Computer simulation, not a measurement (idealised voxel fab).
You're looking at the process module voxel air gaps.
The figure presents cross-section cut, which has a width of 215 nm and is divided into square cells with an edge length of 5 nm.
This document writes a cross-section as a grid whose cells are square, and gives it as bands, listed from the top down; one or more rows of cells form a band. It is stipulated that each band's entry specify, in nanometres, the height of the top of the band and then that of its bottom, followed by the materials of the band in left-to-right sequence, each together with its width in nanometres. A single material marked by the word "all across" is understood to fill the band from edge to edge; the word "empty" is understood to denote empty space. Heights are measured from 0, the level below which the as-received wafer is all one material; the lowest band has no bottom and continues downward, written as in "z 0 and below". Width "30..40": first value at the band's top row of cells, second value at its bottom row, equal change from row to row. The cross-section has no changed cell in any step marked "stayed the same". In the "Sealed voids" entry, you get each enclosed empty space of 8 cells or more, one with no open way to the top, written width x height at distance, distance from the left edge, in nm. Whatever follows a step's settings on its line is a remark the simulator itself makes about that step. The setting "overlay nm" may be written on the line of a step. When the step uses a mask, the value reports how far to the right of the planned place the mask lay, and a negative value reports that it lay to the left.
[This section lists the process steps that were planned]
1 RECEIVE,material Si
2 CONFORMAL_DEP,material SiO2,thk nm 10
3 CONFORMAL_DEP,material SiCN,thk nm 5
4 DIRECTIONAL_DEP,material lowk,thk nm 40
5 DIRECTIONAL_DEP,material aC,thk nm 10
6 PATTERN,tone open,mask id LINES,material resist,width nm 20,pitch nm 50,thk nm 30,overlay nm 0
7 DIRECTIONAL_ETCH,etch materials aC,depth nm 10
8 STRIP,etch materials resist
9 DIRECTIONAL_ETCH,etch materials lowk,depth nm 40
10 STRIP,etch materials aC
11 CONFORMAL_DEP,material TiN,thk nm 5
12 FILL_DEP,material Cu,thk nm 5
13 CMP,height nm 55
14 EPI,material Ru,thk nm 10
15 SELECTIVE_ETCH,etch materials lowk,depth nm 50
16 CONFORMAL_DEP,material SiCN,thk nm 5
[Wafer cross-section on receipt, i.e. after step 1]
> z 0 and below | Si all across
> Sealed voids: none
[The cross-section shown corresponds to the wafer at the conclusion of the module. The initial structure and the process plan are those presented above; however, one mistake occurred in executing the plan]
> z 70 to 65 | 35 empty | 45 SiCN | 5 empty | 45 SiCN | 5 empty | 45 SiCN | 35 empty
> z 65 to 55 | 35 empty | 5 SiCN | 35 Ru | 5 SiCN | 5 empty | 5 SiCN | 35 Ru | 5 SiCN | 5 empty | 5 SiCN | 35 Ru | 5 SiCN | 35 empty
> z 55 to 50 | 35 empty | 15 SiCN | 5 TiN | 5 Cu | 5 TiN | 15 SiCN | 5 empty | 15 SiCN | 5 TiN | 5 Cu | 5 TiN | 15 SiCN | 5 empty | 15 SiCN | 5 TiN | 5 Cu | 5 TiN | 15 SiCN | 35 empty
> z 50 to 20 | 45 empty | 5 SiCN | 5 TiN | 5 Cu | 5 TiN | 5 SiCN | 25 empty | 5 SiCN | 5 TiN | 5 Cu | 5 TiN | 5 SiCN | 25 empty | 5 SiCN | 5 TiN | 5 Cu | 5 TiN | 5 SiCN | 45 empty
> z 20 to 15 | 50 SiCN | 15 TiN | 35 SiCN | 15 TiN | 35 SiCN | 15 TiN | 50 SiCN
> z 15 to 10 | SiCN all across
> z 10 to 0 | SiO2 all across
> z 0 and below | Si all across
> Sealed voids: none
what went wrong: step 6 went in with a setting other than planned; the actual run was PATTERN,tone open,mask id LINES,material resist,width nm 15,pitch nm 50,thk nm 30,overlay nm 0
